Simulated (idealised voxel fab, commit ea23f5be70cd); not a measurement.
Module name: voxel transistor to metal (process module)
Square cells of 5 nm make up the cross-section cut, whose width is 145 nm.
Just so we're on the same page, the cross-sections are grids of square cells, and they're listed out in bands top to bottom, each band one or more rows deep.
It is stipulated that each band's entry specify, in nanometres, the height of the top of the band and then that of its bottom, followed by the materials of the band in left-to-right sequence, each together with its width in nanometres. A single material marked by the word "throughout" is understood to fill the band from edge to edge; the word "blank" is understood to denote empty space.
For the purposes of this specification, 0 denotes the height below which the wafer in its as-received condition is composed wholly of one material, and the lowermost band, lacking a lower limit, extends downward without end, as expressed in "0 and below".
Graded width ("30 to 40"): value in top row of band = first number; value in bottom row = second number; row-to-row change constant.
When a step is marked "all unchanged", none of the cells in the cross-section changed during that step.
Reported under the label "Sealed cavities" are the empty spaces having no open way to the top and comprising 8 cells or more; the notation for each is width x height at distance, in which the distance is measured from the left edge and all three values are in nm.
after a step's settings: what the simulator itself notes on the step
A step's line can hold "overlay nm"; with a mask on that step, the setting says how far right of the planned place the mask lay, while a negative setting says it lay to the left.
Below you will find pairs of cross-sections. In each, one shows the wafer before one process step and the other after it, with the after view ending at the lowest band that changed. Under each pair is the step separating them, along with its settings. Do not assume the pairs form a chain: they can come from different runs of this module on the same starting wafer, and a pair continues from the pair above it only when its "Pre-step" entry says so.

# Pre-step
- 20 down to 5 = SiN throughout
- 5 down to 0 = SiO2 throughout
- 0 and below = Si throughout
- Sealed cavities: none

# Post-Step Appearance
- 20 down to 5 = SiN (20)  blank (105)  SiN (20)
- No changes below 5.
- Sealed cavities: none
Quick note on the step between the two cross-sections above: MASKED_ETCH, tone open, mask id ACTIVE, width nm 105, etch materials SiN, depth nm 15, overlay nm 0

Pre-step: starting point is the after cross-section of the pair just above.

# Post-Step Appearance
- 35 down to 20 = SiO2 throughout
- 20 down to 5 = SiN (20)  SiO2 (105)  SiN (20)
- No changes below 5.
- Sealed cavities: none
Quick note on the step between the two cross-sections above: FILL_DEP, material SiO2, thk nm 15

Pre-step: starting point is the after cross-section of the pair just above.

# Post-Step Appearance
- 20 down to 5 = SiN (20)  SiO2 (105)  SiN (20)
- No changes below 5.
- Sealed cavities: none
Quick note on the step between the two cross-sections above: CMP, height nm 20

Pre-step: starting point is the after cross-section of the pair just above.

# Post-Step Appearance
- 20 down to 10 = SiN (20)  blank (105)  SiN (20)
- No changes below 10.
- Sealed cavities: none
Quick note on the step between the two cross-sections above: SELECTIVE_ETCH, etch materials SiO2, depth nm 10

Pre-step: starting point is the after cross-section of the pair just above.

# Post-Step Appearance
- 10 down to 5 = blank (20)  SiO2 (105)  blank (20)
- No changes below 5.
- Sealed cavities: none
Quick note on the step between the two cross-sections above: STRIP, etch materials SiN

Pre-step: starting point is the after cross-section of the pair just above.

# Post-Step Appearance
- 5 down to 0 = blank (25)  SiO2 (95)  blank (25)
- No changes below 0.
- Sealed cavities: none
Quick note on the step between the two cross-sections above: SELECTIVE_ETCH, etch materials SiO2, depth nm 5

Pre-step: starting point is the after cross-section of the pair just above.

# Post-Step Appearance
- 5 down to 0 = blank (25)  SiO2 (95)  blank (25)
- 0 down to -5 = SiO2 (30)  Si (85)  SiO2 (30)
- No changes below -5.
- Sealed cavities: none
Quick note on the step between the two cross-sections above: OXIDIZE, depth nm 5

Pre-step: starting point is the after cross-section of the pair just above.

# Post-Step Appearance
- 25 down to 20 = blank (25)  polySi (95)  blank (25)
- 20 down to 5 = polySi throughout
- 5 down to 0 = polySi (25)  SiO2 (95)  polySi (25)
- No changes below 0.
- Sealed cavities: none
Quick note on the step between the two cross-sections above: DIRECTIONAL_DEP, material polySi, thk nm 20

Pre-step: starting point is the after cross-section of the pair just above.

# Post-Step Appearance
- 35 down to 30 = blank (25)  SiCN (95)  blank (25)
- 30 down to 25 = SiCN throughout
- 25 down to 20 = SiCN (25)  polySi (95)  SiCN (25)
- No changes below 20.
- Sealed cavities: none
Quick note on the step between the two cross-sections above: DIRECTIONAL_DEP, material SiCN, thk nm 10

Pre-step: starting point is the after cross-section of the pair just above.

# Post-Step Appearance
- 35 down to 25 = blank (65)  SiCN (15)  blank (65)
- 25 down to 20 = blank (25)  polySi (95)  blank (25)
- No changes below 20.
- Sealed cavities: none
Quick note on the step between the two cross-sections above: MASKED_ETCH, tone cover, mask id GATE, width nm 15, etch materials SiCN, depth nm 20, overlay nm 0

Pre-step: starting point is the after cross-section of the pair just above.

# Post-Step Appearance
- 35 down to 25 = blank (65)  SiCN (15)  blank (65)
- 25 down to 5 = blank (65)  polySi (15)  blank (65)
- 5 down to 0 = blank (25)  SiO2 (95)  blank (25)
- No changes below 0.
- Sealed cavities: none
Quick note on the step between the two cross-sections above: MASKED_ETCH, tone cover, mask id GATE, width nm 15, etch materials polySi, depth nm 30, overlay nm 0

Pre-step: starting point is the after cross-section of the pair just above.

# Post-Step Appearance
- 40 down to 35 = blank (60)  SiO2 (25)  blank (60)
- 35 down to 25 = blank (60)  SiO2 (5)  SiCN (15)  SiO2 (5)  blank (60)
- 25 down to 10 = blank (60)  SiO2 (5)  polySi (15)  SiO2 (5)  blank (60)
- 10 down to 5 = blank (20)  SiO2 (45)  polySi (15)  SiO2 (45)  blank (20)
- 5 down to 0 = SiO2 throughout
- No changes below 0.
- Sealed cavities: none
Quick note on the step between the two cross-sections above: CONFORMAL_DEP, material SiO2, thk nm 5

Pre-step: starting point is the after cross-section of the pair just above.

# Post-Step Appearance
- 35 down to 25 = blank (60)  SiO2 (5)  SiCN (15)  SiO2 (5)  blank (60)
- 25 down to 5 = blank (60)  SiO2 (5)  polySi (15)  SiO2 (5)  blank (60)
- 5 down to 0 = blank (20)  SiO2 (105)  blank (20)
- No changes below 0.
- Sealed cavities: none
Quick note on the step between the two cross-sections above: DIRECTIONAL_ETCH, etch materials SiO2, depth nm 5

Pre-step: starting point is the after cross-section of the pair just above.

# Post-Step Appearance
- 40 down to 35 = blank (55)  SiN (35)  blank (55)
- 35 down to 25 = blank (55)  SiN (5)  SiO2 (5)  SiCN (15)  SiO2 (5)  SiN (5)  blank (55)
- 25 down to 10 = blank (55)  SiN (5)  SiO2 (5)  polySi (15)  SiO2 (5)  SiN (5)  blank (55)
- 10 down to 5 = blank (15)  SiN (45)  SiO2 (5)  polySi (15)  SiO2 (5)  SiN (45)  blank (15)
- 5 down to 0 = SiN (20)  SiO2 (105)  SiN (20)
- No changes below 0.
- Sealed cavities: none
Quick note on the step between the two cross-sections above: CONFORMAL_DEP, material SiN, thk nm 5

Pre-step: starting point is the after cross-section of the pair just above.

# Post-Step Appearance
- 35 down to 25 = blank (55)  SiN (5)  SiO2 (5)  SiCN (15)  SiO2 (5)  SiN (5)  blank (55)
- 25 down to 5 = blank (55)  SiN (5)  SiO2 (5)  polySi (15)  SiO2 (5)  SiN (5)  blank (55)
- 5 down to 0 = blank (15)  SiN (5)  SiO2 (105)  SiN (5)  blank (15)
- No changes below 0.
- Sealed cavities: none
Quick note on the step between the two cross-sections above: DIRECTIONAL_ETCH, etch materials SiN, depth nm 5

Pre-step: starting point is the after cross-section of the pair just above.

# Post-Step Appearance
- 35 down to 30 = blank (55)  SiN (5)  blank (5)  SiCN (15)  blank (5)  SiN (5)  blank (55)
- 30 down to 25 = blank (55)  SiN (5)  SiO2 (5)  SiCN (15)  SiO2 (5)  SiN (5)  blank (55)
- 25 down to 5 = blank (55)  SiN (5)  SiO2 (5)  polySi (15)  SiO2 (5)  SiN (5)  blank (55)
- 5 down to 0 = blank (15)  SiN (5)  blank (35)  SiO2 (35)  blank (35)  SiN (5)  blank (15)
- 0 down to -5 = blank (15)  SiO2 (15)  Si (85)  SiO2 (15)  blank (15)
- No changes below -5.
- Sealed cavities: none
Quick note on the step between the two cross-sections above: DIRECTIONAL_ETCH, etch materials SiO2, depth nm 5

Pre-step: starting point is the after cross-section of the pair just above.

# Post-Step Appearance
- 35 down to 30 = blank (55)  SiN (5)  blank (5)  SiCN (15)  blank (5)  SiN (5)  blank (55)
- 30 down to 25 = blank (55)  SiN (5)  SiO2 (5)  SiCN (15)  SiO2 (5)  SiN (5)  blank (55)
- 25 down to 5 = blank (55)  SiN (5)  SiO2 (5)  polySi (15)  SiO2 (5)  SiN (5)  blank (55)
- 5 down to 0 = blank (15)  SiN (5)  blank (35)  SiO2 (35)  blank (35)  SiN (5)  blank (15)
- 0 down to -5 = blank (15)  SiO2 (15)  blank (25)  Si (35)  blank (25)  SiO2 (15)  blank (15)
- -5 down to -10 = blank (15)  Si (15)  blank (25)  Si (35)  blank (25)  Si (15)  blank (15)
- -10 down to -15 = blank (15)  Si (115)  blank (15)
- No changes below -15.
- Sealed cavities: none
Quick note on the step between the two cross-sections above: DIRECTIONAL_ETCH, etch materials Si, depth nm 10

Pre-step: starting point is the after cross-section of the pair just above.

# Post-Step Appearance
- 35 down to 30 = blank (55)  SiN (5)  blank (5)  SiCN (15)  blank (5)  SiN (5)  blank (55)
- 30 down to 25 = blank (55)  SiN (5)  SiO2 (5)  SiCN (15)  SiO2 (5)  SiN (5)  blank (55)
- 25 down to 15 = blank (55)  SiN (5)  SiO2 (5)  polySi (15)  SiO2 (5)  SiN (5)  blank (55)
- 15 down to 10 = blank (40)  SiGe (15)  SiN (5)  SiO2 (5)  polySi (15)  SiO2 (5)  SiN (5)  SiGe (15)  blank (40)
- 10 down to 5 = SiGe (55)  SiN (5)  SiO2 (5)  polySi (15)  SiO2 (5)  SiN (5)  SiGe (55)
- 5 down to 0 = SiGe (15)  SiN (5)  SiGe (35)  SiO2 (35)  SiGe (35)  SiN (5)  SiGe (15)
- 0 down to -5 = SiGe (15)  SiO2 (15)  SiGe (25)  Si (35)  SiGe (25)  SiO2 (15)  SiGe (15)
- -5 down to -10 = SiGe (15)  Si (15)  SiGe (25)  Si (35)  SiGe (25)  Si (15)  SiGe (15)
- -10 down to -15 = SiGe (15)  Si (115)  SiGe (15)
- No changes below -15.
- Sealed cavities: none
Quick note on the step between the two cross-sections above: EPI, material SiGe, thk nm 15

Pre-step: starting point is the after cross-section of the pair just above.

# Post-Step Appearance
- 45 down to 35 = SiO2 throughout
- 35 down to 25 = SiO2 (55)  SiN (5)  SiO2 (5)  SiCN (15)  SiO2 (5)  SiN (5)  SiO2 (55)
- 25 down to 15 = SiO2 (55)  SiN (5)  SiO2 (5)  polySi (15)  SiO2 (5)  SiN (5)  SiO2 (55)
- 15 down to 10 = SiO2 (40)  SiGe (15)  SiN (5)  SiO2 (5)  polySi (15)  SiO2 (5)  SiN (5)  SiGe (15)  SiO2 (40)
- No changes below 10.
- Sealed cavities: none
Quick note on the step between the two cross-sections above: FILL_DEP, material SiO2, thk nm 10

Pre-step: starting point is the after cross-section of the pair just above.

# Post-Step Appearance
- 30 down to 25 = SiO2 (55)  SiN (5)  SiO2 (5)  SiCN (15)  SiO2 (5)  SiN (5)  SiO2 (55)
- No changes below 25.
- Sealed cavities: none
Quick note on the step between the two cross-sections above: CMP, height nm 30

Pre-step: starting point is the after cross-section of the pair just above.

# Post-Step Appearance
- 45 down to 30 = SiO2 throughout
- No changes below 30.
- Sealed cavities: none
Quick note on the step between the two cross-sections above: DIRECTIONAL_DEP, material SiO2, thk nm 15

Pre-step: starting point is the after cross-section of the pair just above.

# Post-Step Appearance
- 45 down to 30 = SiO2 (30)  blank (30)  SiO2 (25)  blank (30)  SiO2 (30)
- 30 down to 25 = SiO2 (30)  blank (25)  SiN (5)  SiO2 (5)  SiCN (15)  SiO2 (5)  SiN (5)  blank (25)  SiO2 (30)
- 25 down to 15 = SiO2 (30)  blank (25)  SiN (5)  SiO2 (5)  polySi (15)  SiO2 (5)  SiN (5)  blank (25)  SiO2 (30)
- 15 down to 10 = SiO2 (30)  blank (10)  SiGe (15)  SiN (5)  SiO2 (5)  polySi (15)  SiO2 (5)  SiN (5)  SiGe (15)  blank (10)  SiO2 (30)
- No changes below 10.
- Sealed cavities: none
Quick note on the step between the two cross-sections above: MASKED_ETCH, tone open, mask id CONTACT, width nm 30, pitch nm 55, etch materials SiO2, depth nm 35, overlay nm 0

Pre-step: starting point is the after cross-section of the pair just above.

# Post-Step Appearance
- 50 down to 45 = TiN (35)  blank (20)  TiN (35)  blank (20)  TiN (35)
- 45 down to 35 = SiO2 (30)  TiN (5)  blank (20)  TiN (5)  SiO2 (25)  TiN (5)  blank (20)  TiN (5)  SiO2 (30)
- 35 down to 30 = SiO2 (30)  TiN (5)  blank (15)  TiN (10)  SiO2 (25)  TiN (10)  blank (15)  TiN (5)  SiO2 (30)
- 30 down to 25 = SiO2 (30)  TiN (5)  blank (15)  TiN (5)  SiN (5)  SiO2 (5)  SiCN (15)  SiO2 (5)  SiN (5)  TiN (5)  blank (15)  TiN (5)  SiO2 (30)
- 25 down to 20 = SiO2 (30)  TiN (5)  blank (15)  TiN (5)  SiN (5)  SiO2 (5)  polySi (15)  SiO2 (5)  SiN (5)  TiN (5)  blank (15)  TiN (5)  SiO2 (30)
- 20 down to 15 = SiO2 (30)  TiN (25)  SiN (5)  SiO2 (5)  polySi (15)  SiO2 (5)  SiN (5)  TiN (25)  SiO2 (30)
- 15 down to 10 = SiO2 (30)  TiN (10)  SiGe (15)  SiN (5)  SiO2 (5)  polySi (15)  SiO2 (5)  SiN (5)  SiGe (15)  TiN (10)  SiO2 (30)
- No changes below 10.
- Sealed cavities: none
Quick note on the step between the two cross-sections above: CONFORMAL_DEP, material TiN, thk nm 5

Pre-step: starting point is the after cross-section of the pair just above.

# Post-Step Appearance
- 55 down to 50 = W throughout
- 50 down to 45 = TiN (35)  W (20)  TiN (35)  W (20)  TiN (35)
- 45 down to 35 = SiO2 (30)  TiN (5)  W (20)  TiN (5)  SiO2 (25)  TiN (5)  W (20)  TiN (5)  SiO2 (30)
- 35 down to 30 = SiO2 (30)  TiN (5)  W (15)  TiN (10)  SiO2 (25)  TiN (10)  W (15)  TiN (5)  SiO2 (30)
- 30 down to 25 = SiO2 (30)  TiN (5)  W (15)  TiN (5)  SiN (5)  SiO2 (5)  SiCN (15)  SiO2 (5)  SiN (5)  TiN (5)  W (15)  TiN (5)  SiO2 (30)
- 25 down to 20 = SiO2 (30)  TiN (5)  W (15)  TiN (5)  SiN (5)  SiO2 (5)  polySi (15)  SiO2 (5)  SiN (5)  TiN (5)  W (15)  TiN (5)  SiO2 (30)
- No changes below 20.
- Sealed cavities: none
Quick note on the step between the two cross-sections above: FILL_DEP, material W, thk nm 5

Pre-step: starting point is the after cross-section of the pair just above.

# Post-Step Appearance
- 45 down to 35 = SiO2 (30)  TiN (5)  W (20)  TiN (5)  SiO2 (25)  TiN (5)  W (20)  TiN (5)  SiO2 (30)
- No changes below 35.
- Sealed cavities: none
Quick note on the step between the two cross-sections above: CMP, height nm 45

Pre-step: starting point is the after cross-section of the pair just above.

# Post-Step Appearance
- 50 down to 45 = SiN throughout
- No changes below 45.
- Sealed cavities: none
Quick note on the step between the two cross-sections above: CONFORMAL_DEP, material SiN, thk nm 5

Pre-step: starting point is the after cross-section of the pair just above.

# Post-Step Appearance
- 70 down to 50 = SiO2 throughout
- No changes below 50.
- Sealed cavities: none
Quick note on the step between the two cross-sections above: DIRECTIONAL_DEP, material SiO2, thk nm 20

Pre-step: starting point is the after cross-section of the pair just above.

# Post-Step Appearance
- 80 down to 70 = aC throughout
- No changes below 70.
- Sealed cavities: none
Quick note on the step between the two cross-sections above: DIRECTIONAL_DEP, material aC, thk nm 10

Pre-step: starting point is the after cross-section of the pair just above.

# Post-Step Appearance
- 110 down to 80 = resist (30)  blank (15)  resist (55)  blank (15)  resist (30)
- No changes below 80.
- Sealed cavities: none
Quick note on the step between the two cross-sections above: PATTERN, tone open, mask id METAL_1, material resist, width nm 15, pitch nm 70, thk nm 30, overlay nm 0

Pre-step: starting point is the after cross-section of the pair just above.

# Post-Step Appearance
- 100 down to 80 = resist (30)  blank (15)  resist (55)  blank (15)  resist (30)
- 80 down to 70 = aC (30)  blank (15)  aC (55)  blank (15)  aC (30)
- No changes below 70.
- Sealed cavities: none
Quick note on the step between the two cross-sections above: DIRECTIONAL_ETCH, etch materials aC, depth nm 10

Pre-step: starting point is the after cross-section of the pair just above.

# Post-Step Appearance
- 80 down to 70 = aC (30)  blank (15)  aC (55)  blank (15)  aC (30)
- No changes below 70.
- Sealed cavities: none
Quick note on the step between the two cross-sections above: STRIP, etch materials resist

Pre-step: starting point is the after cross-section of the pair just above.

# Post-Step Appearance
- 80 down to 70 = aC (30)  blank (15)  aC (55)  blank (15)  aC (30)
- 70 down to 50 = SiO2 (30)  blank (15)  SiO2 (55)  blank (15)  SiO2 (30)
- No changes below 50.
- Sealed cavities: none
Quick note on the step between the two cross-sections above: DIRECTIONAL_ETCH, etch materials SiO2, depth nm 20

Pre-step: starting point is the after cross-section of the pair just above.

# Post-Step Appearance
- 80 down to 70 = aC (30)  blank (15)  aC (55)  blank (15)  aC (30)
- 70 down to 50 = SiO2 (30)  blank (15)  SiO2 (55)  blank (15)  SiO2 (30)
- 50 down to 45 = SiN (30)  blank (15)  SiN (55)  blank (15)  SiN (30)
- No changes below 45.
- Sealed cavities: none
Quick note on the step between the two cross-sections above: DIRECTIONAL_ETCH, etch materials SiN, depth nm 5

Pre-step: starting point is the after cross-section of the pair just above.

# Post-Step Appearance
- 70 down to 50 = SiO2 (30)  blank (15)  SiO2 (55)  blank (15)  SiO2 (30)
- No changes below 50.
- Sealed cavities: none
Quick note on the step between the two cross-sections above: STRIP, etch materials aC

Pre-step: starting point is the after cross-section of the pair just above.

# Post-Step Appearance
- 75 down to 70 = TiN (35)  blank (5)  TiN (65)  blank (5)  TiN (35)
- 70 down to 50 = SiO2 (30)  TiN (5)  blank (5)  TiN (5)  SiO2 (55)  TiN (5)  blank (5)  TiN (5)  SiO2 (30)
- 50 down to 45 = SiN (30)  TiN (15)  SiN (55)  TiN (15)  SiN (30)
- No changes below 45.
- Sealed cavities: none
Quick note on the step between the two cross-sections above: CONFORMAL_DEP, material TiN, thk nm 5

Pre-step: starting point is the after cross-section of the pair just above.

# Post-Step Appearance
- 85 down to 75 = W throughout
- 75 down to 70 = TiN (35)  W (5)  TiN (65)  W (5)  TiN (35)
- 70 down to 50 = SiO2 (30)  TiN (5)  W (5)  TiN (5)  SiO2 (55)  TiN (5)  W (5)  TiN (5)  SiO2 (30)
- No changes below 50.
- Sealed cavities: none
Quick note on the step between the two cross-sections above: FILL_DEP, material W, thk nm 10

Pre-step: starting point is the after cross-section of the pair just above.

# Post-Step Appearance
- 70 down to 50 = SiO2 (30)  TiN (5)  W (5)  TiN (5)  SiO2 (55)  TiN (5)  W (5)  TiN (5)  SiO2 (30)
- No changes below 50.
- Sealed cavities: none
Quick note on the step between the two cross-sections above: CMP, height nm 70

Pre-step: starting point is the after cross-section of the pair just above.

# Post-Step Appearance
- 75 down to 70 = SiCN throughout
- No changes below 70.
- Sealed cavities: none
Quick note on the step between the two cross-sections above: CONFORMAL_DEP, material SiCN, thk nm 5

Pre-step: starting point is the after cross-section of the pair just above.

# Post-Step Appearance
- 110 down to 75 = lowk throughout
- No changes below 75.
- Sealed cavities: none
Quick note on the step between the two cross-sections above: DIRECTIONAL_DEP, material lowk, thk nm 35

Pre-step: starting point is the after cross-section of the pair just above.

# Post-Step Appearance
- 110 down to 90 = lowk (30)  blank (15)  lowk (55)  blank (15)  lowk (30)
- No changes below 90.
- Sealed cavities: none
Quick note on the step between the two cross-sections above: MASKED_ETCH, tone open, mask id METAL_2, width nm 15, pitch nm 70, etch materials lowk, depth nm 20, overlay nm 0

Pre-step: starting point is the after cross-section of the pair just above.

# Post-Step Appearance
- 125 down to 110 = aC (30)  blank (15)  aC (55)  blank (15)  aC (30)
- 110 down to 105 = lowk (30)  blank (15)  lowk (55)  blank (15)  lowk (30)
- 105 down to 90 = lowk (30)  aC (15)  lowk (55)  aC (15)  lowk (30)
- No changes below 90.
- Sealed cavities: none
Quick note on the step between the two cross-sections above: DIRECTIONAL_DEP, material aC, thk nm 15

Pre-step: starting point is the after cross-section of the pair just above.

# Post-Step Appearance
- 155 down to 125 = resist (30)  blank (15)  resist (55)  blank (15)  resist (30)
- No changes below 125.
- Sealed cavities: none
Quick note on the step between the two cross-sections above: PATTERN, tone open, mask id METAL_2_HOLES, material resist, width nm 15, pitch nm 70, thk nm 30, overlay nm 0

Pre-step: starting point is the after cross-section of the pair just above.

# Post-Step Appearance
- 140 down to 125 = resist (30)  blank (15)  resist (55)  blank (15)  resist (30)
- 125 down to 110 = aC (30)  blank (15)  aC (55)  blank (15)  aC (30)
- 110 down to 90 = lowk (30)  blank (15)  lowk (55)  blank (15)  lowk (30)
- No changes below 90.
- Sealed cavities: none
Quick note on the step between the two cross-sections above: DIRECTIONAL_ETCH, etch materials aC, depth nm 15

Pre-step: starting point is the after cross-section of the pair just above.

# Post-Step Appearance
- 125 down to 110 = aC (30)  blank (15)  aC (55)  blank (15)  aC (30)
- No changes below 110.
- Sealed cavities: none
Quick note on the step between the two cross-sections above: STRIP, etch materials resist

Pre-step: starting point is the after cross-section of the pair just above.

# Post-Step Appearance
- 125 down to 110 = aC (30)  blank (15)  aC (55)  blank (15)  aC (30)
- 110 down to 75 = lowk (30)  blank (15)  lowk (55)  blank (15)  lowk (30)
- No changes below 75.
- Sealed cavities: none
Quick note on the step between the two cross-sections above: DIRECTIONAL_ETCH, etch materials lowk, depth nm 15

Pre-step: starting point is the after cross-section of the pair just above.

# Post-Step Appearance
- 125 down to 110 = aC (30)  blank (15)  aC (55)  blank (15)  aC (30)
- 110 down to 75 = lowk (30)  blank (15)  lowk (55)  blank (15)  lowk (30)
- 75 down to 70 = SiCN (30)  blank (15)  SiCN (55)  blank (15)  SiCN (30)
- No changes below 70.
- Sealed cavities: none
Quick note on the step between the two cross-sections above: DIRECTIONAL_ETCH, etch materials SiCN, depth nm 5

Pre-step: starting point is the after cross-section of the pair just above.

# Post-Step Appearance
- 110 down to 75 = lowk (30)  blank (15)  lowk (55)  blank (15)  lowk (30)
- No changes below 75.
- Sealed cavities: none
Quick note on the step between the two cross-sections above: STRIP, etch materials aC

Pre-step: starting point is the after cross-section of the pair just above.

# Post-Step Appearance
- 115 down to 110 = TiN (35)  blank (5)  TiN (65)  blank (5)  TiN (35)
- 110 down to 75 = lowk (30)  TiN (5)  blank (5)  TiN (5)  lowk (55)  TiN (5)  blank (5)  TiN (5)  lowk (30)
- 75 down to 70 = SiCN (30)  TiN (15)  SiCN (55)  TiN (15)  SiCN (30)
- No changes below 70.
- Sealed cavities: none
Quick note on the step between the two cross-sections above: CONFORMAL_DEP, material TiN, thk nm 5

Pre-step: starting point is the after cross-section of the pair just above.

# Post-Step Appearance
- 125 down to 115 = Ru throughout
- 115 down to 110 = TiN (35)  Ru (5)  TiN (65)  Ru (5)  TiN (35)
- 110 down to 75 = lowk (30)  TiN (5)  Ru (5)  TiN (5)  lowk (55)  TiN (5)  Ru (5)  TiN (5)  lowk (30)
- No changes below 75.
- Sealed cavities: none
Quick note on the step between the two cross-sections above: FILL_DEP, material Ru, thk nm 10

Pre-step: starting point is the after cross-section of the pair just above.

# Post-Step Appearance
- 110 down to 75 = lowk (30)  TiN (5)  Ru (5)  TiN (5)  lowk (55)  TiN (5)  Ru (5)  TiN (5)  lowk (30)
- No changes below 75.
- Sealed cavities: none
Quick note on the step between the two cross-sections above: CMP, height nm 110

Pre-step: starting point is the after cross-section of the pair just above.

# Post-Step Appearance
- 115 down to 110 = SiN throughout
- No changes below 110.
- Sealed cavities: none
Quick note on the step between the two cross-sections above: CONFORMAL_DEP, material SiN, thk nm 5
